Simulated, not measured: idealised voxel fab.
process module | voxel fin reveal
cross-section cut | 210 nm wide | cells 5 nm
A cross-section is a grid of square cells, given in bands from the top down. A band is one or more rows of cells.
Each band's line starts with the height of the band's top and of its bottom, in nm. Then come its materials from left to right, each with its width in nm. One material with "throughout" fills the band from edge to edge. "air" is empty space.
Height 0 is the level under which the wafer as received is all one material. The lowest band goes on downwards, as in "0 down".
A width such as "30 to 40" changes by the same amount from each row of cells to the next, from the band's top row to its bottom row.
"no change" after a step means that no cell of the cross-section changed.
closed voids: empty space of 8 cells or more with no open way to the top, each as width x height at its distance from the left edge, in nm
after a step's settings: what the simulator itself notes on the step
overlay nm, on a step with a mask: how far to the right of its planned place the mask lay; to the left if negative
plan
1 op RECEIVE | material Si
2 op CONFORMAL_DEP | material SiN | thk nm 10
3 op PATTERN | tone cover | mask id FINS | material resist | width nm 15 | pitch nm 40 | thk nm 20 | overlay nm 0
4 op DIRECTIONAL_ETCH | etch materials SiN | depth nm 10
5 op DIRECTIONAL_ETCH | etch materials Si | depth nm 40
6 op STRIP | etch materials resist
7 op OXIDIZE | depth nm 5
8 op FILL_DEP | material SiO2 | thk nm 5
9 op CMP | height nm 10
10 op SELECTIVE_ETCH | etch materials SiO2 | depth nm 20
11 op STRIP | etch materials SiN
12 op CONFORMAL_DEP | material HfO2 | thk nm 5
as received, after step 1
  0 down: Si throughout
  closed voids: none
a wafer at the end: this start, this plan, one mistake
  0 to -10: air 60 | Si 5 | air 35 | Si 5 | air 35 | Si 5 | air 65
  -10 to -45: SiO2 60 | Si 5 | SiO2 35 | Si 5 | SiO2 35 | Si 5 | SiO2 65
  -45 down: Si throughout
  closed voids: none
what went wrong: step 12 was left out
